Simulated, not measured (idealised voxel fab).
A process module follows: voxel wiring stack.
265 nm wide, 5 nm square cells: that's cross-section cut.
Heads up, the way a cross-section reads in here is a grid of square cells, handed over as bands from the top down, with every band being one or more rows of cells.
Quick guide to a band line: top height, bottom height (nm) up front; then every material left to right with its width in nm. Only one material and it's marked "everywhere"? Then it fills the band edge to edge. And "empty" just means empty space.
The level at which height equals 0 is the one under which the wafer, as it arrives, is entirely one material. No lower edge exists for the bottom band, which continues downward and is notated as in "0..down".
So if you see something like "30 to 40" for the width, read it as the top row of the band sitting at the first number and the bottom row at the second, with every row in between moving by the same amount as the last.
Step note "no alteration" = no cross-section cell changed.
For the entry "Fully enclosed voids", the listed items are empty spaces with no open way to the top whose size is 8 cells or more; each item follows the pattern width x height at distance, where distance is from the left edge and all three are in nm.
It should be noted that, on the line of a given step, the content following the step's settings is a remark produced by the simulator itself with respect to that step.
The line of a step may include "overlay nm". On a step with a mask, this value is how far to the right of its planned place the mask lay. A negative value means the mask lay to the left.

Process steps (planned):
| 1 | RECEIVE [material Si] |
| 2 | CONFORMAL_DEP [material SiO2] [thk nm 15] |
| 3 | CONFORMAL_DEP [material SiN] [thk nm 5] |
| 4 | DIRECTIONAL_DEP [material lowk] [thk nm 25] |
| 5 | DIRECTIONAL_DEP [material aC] [thk nm 10] |
| 6 | PATTERN [tone open] [mask id METAL_1] [material resist] [width nm 25] [pitch nm 45] [thk nm 25] [overlay nm 0] |
| 7 | DIRECTIONAL_ETCH [etch materials aC] [depth nm 10] |
| 8 | STRIP [etch materials resist] |
| 9 | DIRECTIONAL_ETCH [etch materials lowk] [depth nm 25] |
| 10 | DIRECTIONAL_ETCH [etch materials SiN] [depth nm 5] |
| 11 | STRIP [etch materials aC] |
| 12 | CONFORMAL_DEP [material TiN] [thk nm 5] |
| 13 | FILL_DEP [material Cu] [thk nm 10] |
| 14 | CMP [height nm 45] |
| 15 | CONFORMAL_DEP [material SiCN] [thk nm 5] |
| 16 | DIRECTIONAL_DEP [material SiO2] [thk nm 10] |
| 17 | DIRECTIONAL_DEP [material aC] [thk nm 10] |
| 18 | PATTERN [tone open] [mask id PLUG_1] [material resist] [width nm 15] [thk nm 25] [overlay nm 0] |
| 19 | DIRECTIONAL_ETCH [etch materials aC] [depth nm 10] |
| 20 | STRIP [etch materials resist] |
| 21 | DIRECTIONAL_ETCH [etch materials SiO2] [depth nm 10] |
| 22 | DIRECTIONAL_ETCH [etch materials SiCN] [depth nm 5] |
| 23 | STRIP [etch materials aC] |
| 24 | CONFORMAL_DEP [material TiN] [thk nm 5] |
| 25 | FILL_DEP [material Ru] [thk nm 10] |
| 26 | CMP [height nm 60] |
| 27 | CONFORMAL_DEP [material SiN] [thk nm 5] |
| 28 | DIRECTIONAL_DEP [material SiO2] [thk nm 15] |
| 29 | MASKED_ETCH [tone open] [mask id METAL_2] [width nm 25] [pitch nm 45] [etch materials SiO2] [depth nm 15] [overlay nm 0] |
| 30 | MASKED_ETCH [tone open] [mask id METAL_2] [width nm 25] [pitch nm 45] [etch materials SiN] [depth nm 5] [overlay nm 0] |
| 31 | CONFORMAL_DEP [material TiN] [thk nm 5] |
| 32 | FILL_DEP [material W] [thk nm 10] |
| 33 | CMP [height nm 80] |
| 34 | CONFORMAL_DEP [material SiCN] [thk nm 5] |
| 35 | DIRECTIONAL_DEP [material lowk] [thk nm 20] |
| 36 | MASKED_ETCH [tone open] [mask id PLUG_2] [width nm 15] [pitch nm 45] [etch materials lowk] [depth nm 20] [overlay nm 0] |
| 37 | MASKED_ETCH [tone open] [mask id PLUG_2] [width nm 15] [pitch nm 45] [etch materials SiCN] [depth nm 5] [overlay nm 0] |
| 38 | CONFORMAL_DEP [material TiN] [thk nm 5] |
| 39 | FILL_DEP [material W] [thk nm 10] |
| 40 | CMP [height nm 105] |
| 41 | CONFORMAL_DEP [material SiN] [thk nm 5] |
| 42 | DIRECTIONAL_DEP [material SiO2] [thk nm 20] |
| 43 | DIRECTIONAL_DEP [material aC] [thk nm 15] |
| 44 | PATTERN [tone open] [mask id METAL_3] [material resist] [width nm 25] [pitch nm 45] [thk nm 30] [overlay nm 0] |
| 45 | DIRECTIONAL_ETCH [etch materials aC] [depth nm 15] |
| 46 | STRIP [etch materials resist] |
| 47 | DIRECTIONAL_ETCH [etch materials SiO2] [depth nm 20] |
| 48 | DIRECTIONAL_ETCH [etch materials SiN] [depth nm 5] |
| 49 | STRIP [etch materials aC] |
| 50 | CONFORMAL_DEP [material TiN] [thk nm 5] |
| 51 | FILL_DEP [material W] [thk nm 10] |
| 52 | CMP [height nm 130] |
| 53 | EPI [material Ru] [thk nm 5] |
| 54 | FILL_DEP [material SiCN] [thk nm 5] |

Step 1 complete: cross-section of the wafer as received:
  0..down | Si everywhere
  Fully enclosed voids: none

Final wafer profile in cross-section after the module, from the same start and plan as above, with one mistake made during processing:
  140..135 | SiCN everywhere
  135..130 | SiCN: 90 | Ru: 35 | SiCN: 10 | Ru: 35 | SiCN: 95
  130..125 | SiN: 95 | TiN: 25 | SiN: 20 | TiN: 25 | SiN: 100
  125..105 | SiO2 everywhere
  105..85 | lowk: 95 | TiN: 5 | W: 5 | TiN: 5 | lowk: 30 | TiN: 5 | W: 5 | TiN: 5 | lowk: 110
  85..80 | SiCN: 95 | TiN: 15 | SiCN: 30 | TiN: 15 | SiCN: 110
  80..65 | SiO2: 95 | TiN: 5 | W: 15 | TiN: 5 | SiO2: 20 | TiN: 5 | W: 15 | TiN: 5 | SiO2: 100
  65..60 | SiN: 95 | TiN: 25 | SiN: 20 | TiN: 25 | SiN: 100
  60..50 | SiO2: 95 | TiN: 5 | Ru: 5 | TiN: 5 | SiO2: 155
  50..45 | SiCN: 95 | TiN: 15 | SiCN: 155
  45..20 | lowk: 95 | TiN: 5 | Cu: 15 | TiN: 5 | lowk: 20 | TiN: 5 | Cu: 15 | TiN: 5 | lowk: 100
  20..15 | SiN: 95 | TiN: 25 | SiN: 20 | TiN: 25 | SiN: 100
  15..0 | SiO2 everywhere
  0..down | Si everywhere
  Fully enclosed voids: none
Which mistake was made when the wafer was run? plan steps 41 and 42 run swapped
